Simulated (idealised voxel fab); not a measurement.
The name of this process module is voxel air gaps.
The figure presents cross-section cut, which has a width of 260 nm and is divided into square cells with an edge length of 5 nm.
Each cross-section below is a grid of square cells, stated as bands in top-down order, with one or more rows of cells making up each band.
Heights first: top, then bottom, in nm. Then materials, left to right, each with a width in nm. "everywhere" on a single material: fills the band edge to edge. "air": empty space.
Height is counted from the level 0, under which the received wafer is composed throughout of one material. The lowest of the bands is not closed at the bottom but continues downward, in the notation "0..down".
You'd read "30->40" like this: the band's top row of cells is as wide as the first number, its bottom row is as wide as the second, and going down, every row changes width by the same amount as the row before did.
Given "left unchanged" for a step, no cell of the cross-section differs between before and after that step.
The list in "Closed internal cavities" covers empty spaces of 8 cells or more that cannot reach the top through any open way, and it gives each as width x height at distance; the distance is from the left edge, and width, height and distance are in nm.
What comes after the settings on a step's line is commentary from the simulator itself on that step.
"overlay nm" on a masked step: distance the mask lay right of its planned place, negative for left.
### The process steps that were planned are listed below
1 RECEIVE, material Si
2 CONFORMAL_DEP, material SiO2, thk nm 10
3 CONFORMAL_DEP, material SiCN, thk nm 5
4 DIRECTIONAL_DEP, material lowk, thk nm 40
5 DIRECTIONAL_DEP, material aC, thk nm 15
6 PATTERN, tone open, mask id LINES, material resist, width nm 25, pitch nm 50, thk nm 35, overlay nm 0
7 DIRECTIONAL_ETCH, etch materials aC, depth nm 15
8 STRIP, etch materials resist
9 DIRECTIONAL_ETCH, etch materials lowk, depth nm 40
10 STRIP, etch materials aC
11 CONFORMAL_DEP, material TiN, thk nm 5
12 FILL_DEP, material W, thk nm 5
13 CMP, height nm 55
14 EPI, material Ru, thk nm 10
15 SELECTIVE_ETCH, etch materials lowk, depth nm 50
16 CONFORMAL_DEP, material SiCN, thk nm 5
### Wafer at receipt (post step 1), cross-section
0..down: Si everywhere
Closed internal cavities: none
### The cross-section shown corresponds to the wafer at the conclusion of the module. The initial structure and the process plan are those presented above; however, one mistake occurred in executing the plan
70..65: SiCN everywhere
65..55: 50 nm Ru / 5 nm SiCN / 45 nm Ru / 5 nm SiCN / 45 nm Ru / 5 nm SiCN / 45 nm Ru / 5 nm SiCN / 55 nm Ru
55..50: 35 nm W / 5 nm TiN / 25 nm SiCN / 5 nm TiN / 15 nm W / 5 nm TiN / 25 nm SiCN / 5 nm TiN / 15 nm W / 5 nm TiN / 25 nm SiCN / 5 nm TiN / 15 nm W / 5 nm TiN / 25 nm SiCN / 5 nm TiN / 40 nm W
50..20: 35 nm W / 5 nm TiN / 5 nm SiCN / 15 nm air / 5 nm SiCN / 5 nm TiN / 15 nm W / 5 nm TiN / 5 nm SiCN / 15 nm air / 5 nm SiCN / 5 nm TiN / 15 nm W / 5 nm TiN / 5 nm SiCN / 15 nm air / 5 nm SiCN / 5 nm TiN / 15 nm W / 5 nm TiN / 5 nm SiCN / 15 nm air / 5 nm SiCN / 5 nm TiN / 40 nm W
20..15: 40 nm TiN / 25 nm SiCN / 25 nm TiN / 25 nm SiCN / 25 nm TiN / 25 nm SiCN / 25 nm TiN / 25 nm SiCN / 45 nm TiN
15..10: SiCN everywhere
10..0: SiO2 everywhere
0..down: Si everywhere
Closed internal cavities: 15 x 30 at 45; 15 x 30 at 95; 15 x 30 at 145; 15 x 30 at 195
Run error: note that step 6 departed from the planned setting and was carried out as PATTERN, tone cover, mask id LINES, material resist, width nm 25, pitch nm 50, thk nm 35, overlay nm 0
